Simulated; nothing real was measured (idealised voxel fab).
process module | voxel transistor to metal
cross-section cut | 145 nm wide | cells 5 nm
A cross-section is a grid of square cells, given in bands from the top down. A band is one or more rows of cells.
Each band's line starts with the height of the band's top and of its bottom, in nm. Then come its materials from left to right, each with its width in nm. One material with "throughout" fills the band from edge to edge. "air" is empty space.
Height 0 is the level under which the wafer as received is all one material. The lowest band goes on downwards, as in "0 down".
A width such as "30 to 40" changes by the same amount from each row of cells to the next, from the band's top row to its bottom row.
"no change" after a step means that no cell of the cross-section changed.
closed voids: empty space of 8 cells or more with no open way to the top, each as width x height at its distance from the left edge, in nm
after a step's settings: what the simulator itself notes on the step
overlay nm, on a step with a mask: how far to the right of its planned place the mask lay; to the left if negative
plan
1 op RECEIVE | material Si
2 op CONFORMAL_DEP | material SiO2 | thk nm 5
3 op CONFORMAL_DEP | material SiN | thk nm 10
4 op MASKED_ETCH | tone cover | mask id ACTIVE | width nm 95 | etch materials SiN | depth nm 10 | overlay nm 0
5 op MASKED_ETCH | tone cover | mask id ACTIVE | width nm 95 | etch materials SiO2 | depth nm 5 | overlay nm 0
6 op MASKED_ETCH | tone cover | mask id ACTIVE | width nm 95 | etch materials Si | depth nm 35 | overlay nm 0
7 op OXIDIZE | depth nm 5
8 op FILL_DEP | material SiO2 | thk nm 15
9 op CMP | height nm 15
10 op SELECTIVE_ETCH | etch materials SiO2 | depth nm 10
11 op STRIP | etch materials SiN
12 op SELECTIVE_ETCH | etch materials SiO2 | depth nm 5
13 op OXIDIZE | depth nm 5
14 op DIRECTIONAL_DEP | material polySi | thk nm 30
15 op DIRECTIONAL_DEP | material SiCN | thk nm 10
16 op MASKED_ETCH | tone cover | mask id GATE | width nm 25 | etch materials SiCN | depth nm 20 | overlay nm 0
17 op MASKED_ETCH | tone cover | mask id GATE | width nm 25 | etch materials polySi | depth nm 40 | overlay nm 0
18 op CONFORMAL_DEP | material SiN | thk nm 5
19 op DIRECTIONAL_ETCH | etch materials SiN | depth nm 5
20 op DIRECTIONAL_ETCH | etch materials SiO2 | depth nm 5
21 op EPI | material SiGe | thk nm 5
22 op FILL_DEP | material SiO2 | thk nm 5
23 op CMP | height nm 40
24 op DIRECTIONAL_DEP | material SiO2 | thk nm 10
25 op PATTERN | tone open | mask id CONTACT | material resist | width nm 15 | pitch nm 70 | thk nm 20 | overlay nm 0
26 op DIRECTIONAL_ETCH | etch materials SiO2 | depth nm 50
27 op STRIP | etch materials resist
28 op CONFORMAL_DEP | material TiN | thk nm 5
29 op FILL_DEP | material W | thk nm 10
30 op CMP | height nm 50
31 op CONFORMAL_DEP | material SiCN | thk nm 5
32 op DIRECTIONAL_DEP | material lowk | thk nm 25
33 op DIRECTIONAL_DEP | material aC | thk nm 15
34 op PATTERN | tone open | mask id METAL_1 | material resist | width nm 15 | pitch nm 70 | thk nm 30 | overlay nm 0
35 op DIRECTIONAL_ETCH | etch materials aC | depth nm 15
36 op STRIP | etch materials resist
37 op DIRECTIONAL_ETCH | etch materials lowk | depth nm 25
38 op DIRECTIONAL_ETCH | etch materials SiCN | depth nm 5
39 op STRIP | etch materials aC
40 op CONFORMAL_DEP | material TiN | thk nm 5
41 op FILL_DEP | material Ru | thk nm 10
42 op CMP | height nm 80
43 op CONFORMAL_DEP | material SiCN | thk nm 5
44 op DIRECTIONAL_DEP | material lowk | thk nm 35
45 op PATTERN | tone open | mask id METAL_2 | material resist | width nm 15 | pitch nm 70 | thk nm 15 | overlay nm 0
46 op DIRECTIONAL_ETCH | etch materials lowk | depth nm 20
47 op STRIP | etch materials resist
48 op MASKED_ETCH | tone open | mask id METAL_2_HOLES | width nm 15 | pitch nm 70 | etch materials lowk | depth nm 15 | overlay nm 0
49 op MASKED_ETCH | tone open | mask id METAL_2_HOLES | width nm 15 | pitch nm 70 | etch materials SiCN | depth nm 5 | overlay nm 0
50 op CONFORMAL_DEP | material TiN | thk nm 5
51 op FILL_DEP | material Ru | thk nm 10
52 op CMP | height nm 120
53 op CONFORMAL_DEP | material SiN | thk nm 5
as received, after step 1
  0 down: Si throughout
  closed voids: none
first wafer at the end, as planned
  125 to 120: SiN throughout
  120 to 85: lowk 30 | TiN 5 | Ru 5 | TiN 5 | lowk 55 | TiN 5 | Ru 5 | TiN 5 | lowk 30
  85 to 80: SiCN 30 | TiN 15 | SiCN 55 | TiN 15 | SiCN 30
  80 to 55: lowk 30 | TiN 5 | Ru 5 | TiN 5 | lowk 55 | TiN 5 | Ru 5 | TiN 5 | lowk 30
  55 to 50: SiCN 30 | TiN 15 | SiCN 55 | TiN 15 | SiCN 30
  50 to 40: SiO2 30 | TiN 5 | W 5 | TiN 5 | SiO2 55 | TiN 5 | W 5 | TiN 5 | SiO2 30
  40 to 30: SiO2 30 | TiN 5 | W 5 | TiN 5 | SiO2 10 | SiN 5 | SiCN 25 | SiN 5 | SiO2 10 | TiN 5 | W 5 | TiN 5 | SiO2 30
  30 to 5: SiO2 30 | TiN 5 | W 5 | TiN 5 | SiO2 10 | SiN 5 | polySi 25 | SiN 5 | SiO2 10 | TiN 5 | W 5 | TiN 5 | SiO2 30
  5 to 0: SiO2 30 | TiN 15 | SiO2 10 | SiN 5 | polySi 25 | SiN 5 | SiO2 10 | TiN 15 | SiO2 30
  0 to -5: SiO2 25 | SiGe 30 | SiO2 35 | SiGe 30 | SiO2 25
  -5 to -40: SiO2 30 | Si 85 | SiO2 30
  -40 down: Si throughout
  closed voids: none
second wafer at the end: like start, like plan, one mistake
  125 to 120: SiN throughout
  120 to 85: lowk 30 | TiN 5 | Ru 5 | TiN 5 | lowk 55 | TiN 5 | Ru 5 | TiN 5 | lowk 30
  85 to 80: SiCN 30 | TiN 15 | SiCN 55 | TiN 15 | SiCN 30
  80 to 55: lowk 30 | TiN 5 | Ru 5 | TiN 5 | lowk 55 | TiN 5 | Ru 5 | TiN 5 | lowk 30
  55 to 50: SiCN 30 | TiN 15 | SiCN 55 | TiN 15 | SiCN 30
  50 to 40: SiO2 30 | TiN 5 | W 5 | TiN 5 | SiO2 55 | TiN 5 | W 5 | TiN 5 | SiO2 30
  40 to 30: SiO2 30 | TiN 5 | W 5 | TiN 5 | SiO2 10 | SiN 5 | SiCN 25 | SiN 5 | SiO2 10 | TiN 5 | W 5 | TiN 5 | SiO2 30
  30 to 5: SiO2 30 | TiN 5 | W 5 | TiN 5 | SiO2 10 | SiN 5 | polySi 25 | SiN 5 | SiO2 10 | TiN 5 | W 5 | TiN 5 | SiO2 30
  5 to 0: SiO2 30 | TiN 15 | SiO2 10 | SiN 5 | polySi 25 | SiN 5 | SiO2 10 | TiN 15 | SiO2 30
  0 to -5: SiO2 25 | SiGe 30 | SiO2 35 | SiGe 30 | SiO2 25
  -5 to -75: SiO2 30 | Si 85 | SiO2 30
  -75 down: Si throughout
  closed voids: none
what went wrong: step 6 was run twice
at the end the second wafer has, in cells: 84 fewer of Si | 84 more of SiO2
